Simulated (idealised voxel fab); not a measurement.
Herein follows the process module entitled voxel ribs on slabs.
This is section cut - it's 200 nm across, gridded in 5 nm square cells.
A cross-section is written here as square cells arranged in a grid, and it is given in bands from the top down, each band taking up one or more rows of cells.
The band entry comprises the height of the band's top followed by the height of its bottom, expressed in nm, and subsequently the band's materials from left to right, each stated together with its width in nm. Where a single material is marked with the word "edge to edge", that material fills the band from edge to edge. The word "empty" represents empty space.
The level at which height equals 0 is the one under which the wafer, as it arrives, is entirely one material. No lower edge exists for the bottom band, which continues downward and is notated as in "0 down".
You'd read "30..40" like this: the band's top row of cells is as wide as the first number, its bottom row is as wide as the second, and going down, every row changes width by the same amount as the row before did.
"remained the same" after a step means that no cell of the cross-section changed.
Entry "Unvented cavities". Content: empty spaces with no open connection to the top, size 8 cells or greater. Each: width x height at distance. Distance: from left edge. Unit: nm.
On each step's line, the part that comes after the settings is the simulator's own comment on the step.
overlay nm: on a step with a mask, how far right of its planned place the mask lay; negative means left.
Plan
1) RECEIVE (material Si)
2) DIRECTIONAL_DEP (material SiO2; thk nm 20)
3) DIRECTIONAL_DEP (material polySi; thk nm 15)
4) DIRECTIONAL_DEP (material aC; thk nm 10)
5) PATTERN (tone cover; mask id RIB; material resist; width nm 30; thk nm 30; overlay nm 0)
6) DIRECTIONAL_ETCH (etch materials aC; depth nm 10)
7) STRIP (etch materials resist)
8) DIRECTIONAL_ETCH (etch materials polySi; depth nm 10)
9) STRIP (etch materials aC)
10) MASKED_ETCH (tone cover; mask id SLAB; width nm 60; etch materials polySi; depth nm 5; overlay nm 0)
11) FILL_DEP (material SiO2; thk nm 20)
12) CMP (height nm 45)
13) DIRECTIONAL_DEP (material TiN; thk nm 10)
14) DIRECTIONAL_DEP (material aC; thk nm 10)
15) PATTERN (tone cover; mask id HEATER; material resist; width nm 40; thk nm 30; overlay nm 0)
16) DIRECTIONAL_ETCH (etch materials aC; depth nm 10)
17) STRIP (etch materials resist)
18) DIRECTIONAL_ETCH (etch materials TiN; depth nm 10)
19) STRIP (etch materials aC)
20) CONFORMAL_DEP (material SiO2; thk nm 5)
The cross-section here shows the wafer as received, i.e. in its state after step 1
  0 down  Si edge to edge
  Unvented cavities: none
Cross-section: first of two wafers, module finished, run according to plan
  60 to 55  empty: 75, then SiO2: 50, then empty: 75
  55 to 50  empty: 75, then SiO2: 5, then TiN: 40, then SiO2: 5, then empty: 75
  50 to 45  SiO2: 80, then TiN: 40, then SiO2: 80
  45 to 35  SiO2 edge to edge
  35 to 25  SiO2: 85, then polySi: 30, then SiO2: 85
  25 to 20  SiO2: 70, then polySi: 60, then SiO2: 70
  20 to 0  SiO2 edge to edge
  0 down  Si edge to edge
  Unvented cavities: none
Second wafer of the two, sectioned at the end of the module. It began like the first and followed the same plan, but one mistake was made while running it
  60 to 55  empty: 80, then SiO2: 40, then empty: 80
  55 to 50  empty: 80, then SiO2: 5, then TiN: 30, then SiO2: 5, then empty: 80
  50 to 45  SiO2: 85, then TiN: 30, then SiO2: 85
  45 to 35  SiO2 edge to edge
  35 to 25  SiO2: 85, then polySi: 30, then SiO2: 85
  25 to 20  SiO2: 70, then polySi: 60, then SiO2: 70
  20 to 0  SiO2 edge to edge
  0 down  Si edge to edge
  Unvented cavities: none
Heads up, the wafer didn't run the way we planned it: off-plan run, step 15, actual operation and settings PATTERN (tone cover; mask id HEATER; material resist; width nm 30; thk nm 30; overlay nm 0)
End check, counted in cells, second wafer has more or fewer of these materials than the first: -4 TiN
